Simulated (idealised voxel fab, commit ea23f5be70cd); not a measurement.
This is a process module. Its name is voxel trench capacitor.
We display cut, a cross-section 205 nm in width whose square cells are each 5 nm.
Cross-section = grid of square cells, listed top down in bands; band = one or more rows. Per band: top height and bottom height in nm, followed by the left-to-right materials and their widths in nm; "edge to edge" marks a single material spanning edge to edge, "air" marks empty space. The level at which height equals 0 is the one under which the wafer, as it arrives, is entirely one material. No lower edge exists for the bottom band, which continues downward and is notated as in "z 0 and below". Top row gets the first number, bottom row gets the second, and each row in between changes by the same step: that is how a band width like "30..40" works. Basically "nothing changed" means that step didn't change any cell in the cross-section. "Enclosed empty spaces" enumerates empty spaces isolated from the top, with no open way to it, that contain at least 8 cells, giving each as width x height at distance from the left edge, all three in nm. On each step's line, the part that comes after the settings is the simulator's own comment on the step. "overlay nm" denotes, for a step that has a mask, the displacement of the mask to the right of its planned place, with negative values corresponding to the left.
# Listed below are the process steps as planned
- 1: RECEIVE with material Si
- 2: CONFORMAL_DEP with material SiN, thk nm 10
- 3: MASKED_ETCH with tone open, mask id TRENCH, width nm 25, pitch nm 40, etch materials SiN, depth nm 10, overlay nm 0
- 4: MASKED_ETCH with tone open, mask id TRENCH, width nm 25, pitch nm 40, etch materials Si, depth nm 30, overlay nm 0
- 5: CONFORMAL_DEP with material SiO2, thk nm 5
- 6: FILL_DEP with material polySi, thk nm 5
- 7: CMP with height nm 10
# Incoming wafer, cross-sectional view, post step 1
  z 0 and below  Si edge to edge
  Enclosed empty spaces: none
# Final cross-section, module run with one mistake (start and plan as above)
  z 10 to 5  polySi 65 nm, SiO2 5 nm, SiN 25 nm, SiO2 5 nm, polySi 5 nm, SiO2 5 nm, SiN 25 nm, SiO2 5 nm, polySi 65 nm
  z 5 to 0  SiO2 70 nm, SiN 25 nm, SiO2 15 nm, SiN 25 nm, SiO2 70 nm
  z 0 and below  Si edge to edge
  Enclosed empty spaces: none
Processing error: note that step 3 departed from the planned setting and was carried out as MASKED_ETCH with tone cover, mask id TRENCH, width nm 25, pitch nm 40, etch materials SiN, depth nm 10, overlay nm 0
